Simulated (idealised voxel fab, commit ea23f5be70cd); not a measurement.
process module | voxel ribs on slabs
cross-section cut | 170 nm wide | cells 5 nm
A cross-section is a grid of square cells, given in bands from the top down. A band is one or more rows of cells.
Each band's line starts with the height of the band's top and of its bottom, in nm. Then come its materials from left to right, each with its width in nm. One material with "throughout" fills the band from edge to edge. "air" is empty space.
Height 0 is the level under which the wafer as received is all one material. The lowest band goes on downwards, as in "0 down".
A width such as "30 to 40" changes by the same amount from each row of cells to the next, from the band's top row to its bottom row.
"no change" after a step means that no cell of the cross-section changed.
closed voids: empty space of 8 cells or more with no open way to the top, each as width x height at its distance from the left edge, in nm
after a step's settings: what the simulator itself notes on the step
overlay nm, on a step with a mask: how far to the right of its planned place the mask lay; to the left if negative
plan
1 op RECEIVE | material Si
2 op DIRECTIONAL_DEP | material SiO2 | thk nm 30
3 op DIRECTIONAL_DEP | material polySi | thk nm 25
4 op MASKED_ETCH | tone cover | mask id RIB | width nm 30 | etch materials polySi | depth nm 15 | overlay nm -15
5 op DIRECTIONAL_DEP | material aC | thk nm 10
6 op PATTERN | tone cover | mask id SLAB | material resist | width nm 80 | thk nm 25 | overlay nm 0
7 op DIRECTIONAL_ETCH | etch materials aC | depth nm 10
8 op STRIP | etch materials resist
9 op DIRECTIONAL_ETCH | etch materials polySi | depth nm 10
10 op STRIP | etch materials aC
11 op FILL_DEP | material SiO2 | thk nm 15
12 op CMP | height nm 65
13 op DIRECTIONAL_DEP | material TiN | thk nm 10
14 op PATTERN | tone cover | mask id HEATER | material resist | width nm 40 | thk nm 15 | overlay nm 0
15 op DIRECTIONAL_ETCH | etch materials TiN | depth nm 10
16 op STRIP | etch materials resist
17 op CONFORMAL_DEP | material SiO2 | thk nm 10
varied across the wafers: overlay nm of step 4. The plan shows the first wafer's value. All wafers start alike
first wafer as received, after step 1
  0 down: Si throughout
  closed voids: none
first wafer at the end, after step 17
  85 to 75: air 55 | SiO2 60 | air 55
  75 to 65: SiO2 65 | TiN 40 | SiO2 65
  65 to 55: SiO2 throughout
  55 to 40: SiO2 55 | polySi 30 | SiO2 85
  40 to 30: SiO2 45 | polySi 80 | SiO2 45
  30 to 0: SiO2 throughout
  0 down: Si throughout
  closed voids: none
last wafer at the end
  85 to 75: air 55 | SiO2 60 | air 55
  75 to 65: SiO2 65 | TiN 40 | SiO2 65
  65 to 55: SiO2 throughout
  55 to 40: SiO2 85 | polySi 30 | SiO2 55
  40 to 30: SiO2 45 | polySi 80 | SiO2 45
  30 to 0: SiO2 throughout
  0 down: Si throughout
  closed voids: none
each wafer at the end: cells of each material gained (+) or lost (-) since it was received, then its closed voids
overlay nm -15 | +468 SiO2 | +16 TiN | +50 polySi | closed voids: none
overlay nm -10 | +468 SiO2 | +16 TiN | +50 polySi | closed voids: none
overlay nm -5 | +468 SiO2 | +16 TiN | +50 polySi | closed voids: none
overlay nm 0 | +468 SiO2 | +16 TiN | +50 polySi | closed voids: none
overlay nm 5 | +468 SiO2 | +16 TiN | +50 polySi | closed voids: none
overlay nm 10 | +468 SiO2 | +16 TiN | +50 polySi | closed voids: none
overlay nm 15 | +468 SiO2 | +16 TiN | +50 polySi | closed voids: none
